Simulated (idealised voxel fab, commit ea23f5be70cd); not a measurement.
A process module follows: voxel self aligned contacts.
In the cross-section labelled cut, the width is 180 nm and each square cell is 5 nm.
Cross-section layout: square cells on a grid; listed as bands, top to bottom; a band spans one or more cell rows.
In this notation a band is specified by the heights of its top and bottom, in that order and in nm, after which its materials appear from left to right, each paired with its width in nm. The word "throughout" attached to a single material means that material fills the band from edge to edge; the word "empty" stands for empty space.
The level at which height equals 0 is the one under which the wafer, as it arrives, is entirely one material. No lower edge exists for the bottom band, which continues downward and is notated as in "0 -> down".
The expression "30->40" gives the width at the extremes of the band, the first number at its top row of cells and the second at its bottom row, with the width changing by equal amounts from each row to the next in between.
Key: "no modification" - step with no changed cell in the cross-section.
For the entry "Sealed voids", the listed items are empty spaces with no open way to the top whose size is 8 cells or more; each item follows the pattern width x height at distance, where distance is from the left edge and all three are in nm.
Heads up: the bit after the settings on a step's line is the simulator's remark on that step.
Steps that use a mask can have "overlay nm" on their line. It says how far the mask sat to the right of where it was meant to be. Negative means to the left.
-- The planned process steps are enumerated hereunder
step 1: RECEIVE, material Si
step 2: CONFORMAL_DEP, material SiO2, thk nm 5
step 3: DIRECTIONAL_DEP, material polySi, thk nm 25
step 4: DIRECTIONAL_DEP, material SiN, thk nm 20
step 5: PATTERN, tone cover, mask id GATE, material resist, width nm 25, pitch nm 65, thk nm 20, overlay nm 0
step 6: DIRECTIONAL_ETCH, etch materials SiN, depth nm 20
step 7: DIRECTIONAL_ETCH, etch materials polySi, depth nm 25
step 8: STRIP, etch materials resist
step 9: CONFORMAL_DEP, material SiN, thk nm 10
step 10: DIRECTIONAL_ETCH, etch materials SiN, depth nm 10
step 11: FILL_DEP, material SiO2, thk nm 20
step 12: CMP, height nm 60
step 13: PATTERN, tone open, mask id CONTACT, material resist, width nm 50, thk nm 15, overlay nm 0
step 14: DIRECTIONAL_ETCH, etch materials SiO2, depth nm 60
step 15: STRIP, etch materials resist
step 16: CONFORMAL_DEP, material TiN, thk nm 5
step 17: FILL_DEP, material Ru, thk nm 5
step 18: CMP, height nm 60
step 19: CONFORMAL_DEP, material SiCN, thk nm 5
-- Incoming wafer, cross-sectional view, post step 1
    0 -> down: Si throughout
    Sealed voids: none
-- Wafer cross-section at module end: first of two, run to plan
    65 -> 60: SiCN throughout
    60 -> 50: 65 SiO2, then 5->20 TiN, then 40->10 Ru, then 5->20 TiN, then 65 SiO2
    50 -> 30: 35 SiO2, then 45 SiN, then 5 TiN, then 10 Ru, then 5 TiN, then 45 SiN, then 35 SiO2
    30 -> 5: 35 SiO2, then 10 SiN, then 25 polySi, then 10 SiN, then 5 TiN, then 10 Ru, then 5 TiN, then 10 SiN, then 25 polySi, then 10 SiN, then 35 SiO2
    5 -> 0: 80 SiO2, then 20 TiN, then 80 SiO2
    0 -> down: Si throughout
    Sealed voids: none
-- Cross-sectional view of the second of two wafers upon completion of the module. This wafer shared its starting condition and process plan with the first; one error was made during its execution
    65 -> 60: SiCN throughout
    60 -> 50: 65 SiO2, then 5->20 TiN, then 45->10 Ru, then 5->25 TiN, then 60 SiO2
    50 -> 30: 35 SiO2, then 45 SiN, then 5 TiN, then 10 Ru, then 5 TiN, then 45 SiN, then 35 SiO2
    30 -> 5: 35 SiO2, then 10 SiN, then 25 polySi, then 10 SiN, then 5 TiN, then 10 Ru, then 5 TiN, then 10 SiN, then 25 polySi, then 10 SiN, then 35 SiO2
    5 -> 0: 80 SiO2, then 20 TiN, then 80 SiO2
    0 -> down: Si throughout
    Sealed voids: none
Want to know what went wrong? not per plan at step 13, really ran PATTERN, tone open, mask id CONTACT, material resist, width nm 55, thk nm 15, overlay nm 0
Materials where the second wafer ends with more or fewer cells than the first: Ru +1 | SiO2 -2 | TiN +1
